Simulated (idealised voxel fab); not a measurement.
process module | voxel spacer lines
cross-section cut | 150 nm wide | cells 5 nm
A cross-section is a grid of square cells, given in bands from the top down. A band is one or more rows of cells.
Each band's line starts with the height of the band's top and of its bottom, in nm. Then come its materials from left to right, each with its width in nm. One material with "throughout" fills the band from edge to edge. "air" is empty space.
Height 0 is the level under which the wafer as received is all one material. The lowest band goes on downwards, as in "0 down".
A width such as "30 to 40" changes by the same amount from each row of cells to the next, from the band's top row to its bottom row.
"no change" after a step means that no cell of the cross-section changed.
closed voids: empty space of 8 cells or more with no open way to the top, each as width x height at its distance from the left edge, in nm
after a step's settings: what the simulator itself notes on the step
overlay nm, on a step with a mask: how far to the right of its planned place the mask lay; to the left if negative
plan
1 op RECEIVE | material Si
2 op CONFORMAL_DEP | material Al2O3 | thk nm 5
3 op DIRECTIONAL_DEP | material SiN | thk nm 20
4 op DIRECTIONAL_DEP | material aC | thk nm 20
5 op PATTERN | tone cover | mask id MANDREL | material resist | width nm 25 | pitch nm 80 | thk nm 30 | overlay nm 0
6 op DIRECTIONAL_ETCH | etch materials aC | depth nm 20
7 op STRIP | etch materials resist
8 op CONFORMAL_DEP | material SiO2 | thk nm 15
9 op DIRECTIONAL_ETCH | etch materials SiO2 | depth nm 15
10 op STRIP | etch materials aC
11 op DIRECTIONAL_ETCH | etch materials SiN | depth nm 20
12 op STRIP | etch materials SiO2
as received, after step 1
  0 down: Si throughout
  closed voids: none
first wafer at the end, as planned
  25 to 5: air 5 | SiN 15 | air 25 | SiN 15 | air 25 | SiN 15 | air 25 | SiN 15 | air 10
  5 to 0: Al2O3 throughout
  0 down: Si throughout
  closed voids: none
second wafer at the end: like start, like plan, one mistake
  25 to 20: Al2O3 throughout
  20 to 0: SiN throughout
  0 down: Si throughout
  closed voids: none
what went wrong: steps 2 and 3 were swapped
at the end the second wafer has, in cells: 72 more of SiN
